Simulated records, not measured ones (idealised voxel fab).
process module | voxel quadruple lines
cross-section cut | 275 nm wide | cells 5 nm
A cross-section is a grid of square cells, given in bands from the top down. A band is one or more rows of cells.
Each band's line starts with the height of the band's top and of its bottom, in nm. Then come its materials from left to right, each with its width in nm. One material with "throughout" fills the band from edge to edge. "air" is empty space.
Height 0 is the level under which the wafer as received is all one material. The lowest band goes on downwards, as in "0 down".
A width such as "30 to 40" changes by the same amount from each row of cells to the next, from the band's top row to its bottom row.
"no change" after a step means that no cell of the cross-section changed.
closed voids: empty space of 8 cells or more with no open way to the top, each as width x height at its distance from the left edge, in nm
after a step's settings: what the simulator itself notes on the step
overlay nm, on a step with a mask: how far to the right of its planned place the mask lay; to the left if negative
plan
1 op RECEIVE | material Si
2 op CONFORMAL_DEP | material SiO2 | thk nm 10
3 op DIRECTIONAL_DEP | material Ru | thk nm 10
4 op DIRECTIONAL_DEP | material polySi | thk nm 15
5 op DIRECTIONAL_DEP | material aC | thk nm 25
6 op PATTERN | tone cover | mask id MANDREL | material resist | width nm 25 | thk nm 35 | overlay nm 0
7 op DIRECTIONAL_ETCH | etch materials aC | depth nm 25
8 op STRIP | etch materials resist
9 op CONFORMAL_DEP | material SiO2 | thk nm 15
10 op DIRECTIONAL_ETCH | etch materials SiO2 | depth nm 15
11 op STRIP | etch materials aC
12 op DIRECTIONAL_ETCH | etch materials polySi | depth nm 15
13 op STRIP | etch materials SiO2
14 op CONFORMAL_DEP | material SiCN | thk nm 5
15 op DIRECTIONAL_ETCH | etch materials SiCN | depth nm 5
16 op STRIP | etch materials polySi
17 op DIRECTIONAL_ETCH | etch materials Ru | depth nm 10
18 op STRIP | etch materials SiCN
first wafer, as planned
as received, after step 1
  0 down: Si throughout
  closed voids: none
after step 2
  10 to 0: SiO2 throughout
  below 0: unchanged
after step 3
  20 to 10: Ru throughout
  below 10: unchanged
after step 4
  35 to 20: polySi throughout
  below 20: unchanged
after step 5
  60 to 35: aC throughout
  below 35: unchanged
after step 6
  95 to 60: air 125 | resist 25 | air 125
  below 60: unchanged
after step 7
  70 to 60: air 125 | resist 25 | air 125
  60 to 35: air 125 | aC 25 | air 125
  below 35: unchanged
after step 8
  60 to 35: air 125 | aC 25 | air 125
  below 35: unchanged
after step 9
  75 to 60: air 110 | SiO2 55 | air 110
  60 to 50: air 110 | SiO2 15 | aC 25 | SiO2 15 | air 110
  50 to 35: SiO2 125 | aC 25 | SiO2 125
  below 35: unchanged
after step 10
  60 to 35: air 110 | SiO2 15 | aC 25 | SiO2 15 | air 110
  below 35: unchanged
after step 11
  60 to 35: air 110 | SiO2 15 | air 25 | SiO2 15 | air 110
  below 35: unchanged
after step 12
  60 to 35: air 110 | SiO2 15 | air 25 | SiO2 15 | air 110
  35 to 20: air 110 | polySi 15 | air 25 | polySi 15 | air 110
  below 20: unchanged
after step 13
  35 to 20: air 110 | polySi 15 | air 25 | polySi 15 | air 110
  below 20: unchanged
after step 14
  40 to 35: air 105 | SiCN 25 | air 15 | SiCN 25 | air 105
  35 to 25: air 105 | SiCN 5 | polySi 15 | SiCN 5 | air 15 | SiCN 5 | polySi 15 | SiCN 5 | air 105
  25 to 20: SiCN 110 | polySi 15 | SiCN 25 | polySi 15 | SiCN 110
  below 20: unchanged
after step 15
  35 to 20: air 105 | SiCN 5 | polySi 15 | SiCN 5 | air 15 | SiCN 5 | polySi 15 | SiCN 5 | air 105
  below 20: unchanged
after step 16
  35 to 20: air 105 | SiCN 5 | air 15 | SiCN 5 | air 15 | SiCN 5 | air 15 | SiCN 5 | air 105
  below 20: unchanged
after step 17
  35 to 20: air 105 | SiCN 5 | air 15 | SiCN 5 | air 15 | SiCN 5 | air 15 | SiCN 5 | air 105
  20 to 10: air 105 | Ru 5 | air 15 | Ru 5 | air 15 | Ru 5 | air 15 | Ru 5 | air 105
  below 10: unchanged
after step 18
  20 to 10: air 105 | Ru 5 | air 15 | Ru 5 | air 15 | Ru 5 | air 15 | Ru 5 | air 105
  below 10: unchanged
second wafer: like start, like plan, one mistake. Through step 3 it matches the first wafer
when step 4 should have ended
  35 to 10: Ru throughout
  below 10: unchanged
when step 5 should have ended
  60 to 35: aC throughout
  below 35: unchanged
when step 6 should have ended
  95 to 60: air 125 | resist 25 | air 125
  below 60: unchanged
when step 7 should have ended
  70 to 60: air 125 | resist 25 | air 125
  60 to 35: air 125 | aC 25 | air 125
  below 35: unchanged
when step 8 should have ended
  60 to 35: air 125 | aC 25 | air 125
  below 35: unchanged
when step 9 should have ended
  75 to 60: air 110 | SiO2 55 | air 110
  60 to 50: air 110 | SiO2 15 | aC 25 | SiO2 15 | air 110
  50 to 35: SiO2 125 | aC 25 | SiO2 125
  below 35: unchanged
when step 10 should have ended
  60 to 35: air 110 | SiO2 15 | aC 25 | SiO2 15 | air 110
  below 35: unchanged
when step 11 should have ended
  60 to 35: air 110 | SiO2 15 | air 25 | SiO2 15 | air 110
  below 35: unchanged
when step 12 should have ended: no change
when step 13 should have ended
  35 to 10: Ru throughout
  below 10: unchanged
when step 14 should have ended
  40 to 35: SiCN throughout
  below 35: unchanged
when step 15 should have ended
  35 to 10: Ru throughout
  below 10: unchanged
when step 16 should have ended: no change
when step 17 should have ended
  25 to 10: Ru throughout
  below 10: unchanged
when step 18 should have ended: no change
what went wrong: step 4 ran as: op DIRECTIONAL_DEP | material Ru | thk nm 15
at the end the second wafer has, in cells: 157 more of Ru
